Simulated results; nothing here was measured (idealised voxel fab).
Process module, titled voxel gate over fins
It is cross-section cut that appears here, measuring 280 nm in width, its square cells being 5 nm in size.
Throughout this document, each cross-section is represented as a grid of square cells and is presented as a sequence of bands enumerated from the top downward, where a band comprises one or more rows of cells.
Look at the band entry: it leads with the top's height and the bottom's height in nm. Then it lists the materials left to right, with a width in nm for each. The word "edge to edge" on a single material says that material fills the band edge to edge. The word "air" is empty space.
Where do heights start? At 0: under that level the wafer as delivered is made of one material only. And the lowest band has no floor; it just carries on downward, as in "z 0 and below".
With a width like "30 to 40", each row of cells in the band differs from the next by the same amount, the top row carrying the first number and the bottom row the second.
Step note "all unchanged" = no cross-section cell changed.
Empty spaces counting at least 8 cells and having no open way to the top are listed in "Sealed internal cavities". The notation width x height at distance is used for each, the distance being from the left edge and all three values in nm.
Note: text after step settings on the step line = simulator remark on that step.
overlay nm: on a step with a mask, how far right of its planned place the mask lay; negative means left.
[Process steps foreseen in the plan]
| 1 | RECEIVE [material Si] |
| 2 | CONFORMAL_DEP [material SiN] [thk nm 5] |
| 3 | MASKED_ETCH [tone cover] [mask id FINS] [width nm 15] [pitch nm 45] [etch materials SiN] [depth nm 5] [overlay nm 0] |
| 4 | MASKED_ETCH [tone cover] [mask id FINS] [width nm 15] [pitch nm 45] [etch materials Si] [depth nm 30] [overlay nm 0] |
| 5 | FILL_DEP [material SiO2] [thk nm 15] |
| 6 | CMP [height nm 5] |
| 7 | SELECTIVE_ETCH [etch materials SiO2] [depth nm 15] |
| 8 | STRIP [etch materials SiN] |
| 9 | CONFORMAL_DEP [material HfO2] [thk nm 5] |
| 10 | CONFORMAL_DEP [material TiN] [thk nm 5] |
| 11 | FILL_DEP [material W] [thk nm 10] |
| 12 | CMP [height nm 15] |
| 13 | CONFORMAL_DEP [material SiCN] [thk nm 5] |
[Wafer at receipt (post step 1), cross-section]
    z 0 and below | Si edge to edge
    Sealed internal cavities: none
[The following cross-section depicts the wafer upon conclusion of the module. Processing commenced from the starting condition illustrated above and adhered to the plan illustrated above, save for one mistake in execution]
    z 20 to 15 | SiCN edge to edge
    z 15 to 5 | W edge to edge
    z 5 to 0 | W 60 nm  TiN 25 nm  W 20 nm  TiN 25 nm  W 20 nm  TiN 25 nm  W 20 nm  TiN 25 nm  W 60 nm
    z 0 to -5 | W 60 nm  TiN 5 nm  Si 15 nm  TiN 5 nm  W 20 nm  TiN 5 nm  Si 15 nm  TiN 5 nm  W 20 nm  TiN 5 nm  Si 15 nm  TiN 5 nm  W 20 nm  TiN 5 nm  Si 15 nm  TiN 5 nm  W 60 nm
    z -5 to -10 | TiN 65 nm  Si 15 nm  TiN 30 nm  Si 15 nm  TiN 30 nm  Si 15 nm  TiN 30 nm  Si 15 nm  TiN 65 nm
    z -10 to -30 | SiO2 65 nm  Si 15 nm  SiO2 30 nm  Si 15 nm  SiO2 30 nm  Si 15 nm  SiO2 30 nm  Si 15 nm  SiO2 65 nm
    z -30 and below | Si edge to edge
    Sealed internal cavities: none
Short version of what went wrong: the plan's step 9 was left out and never carried out
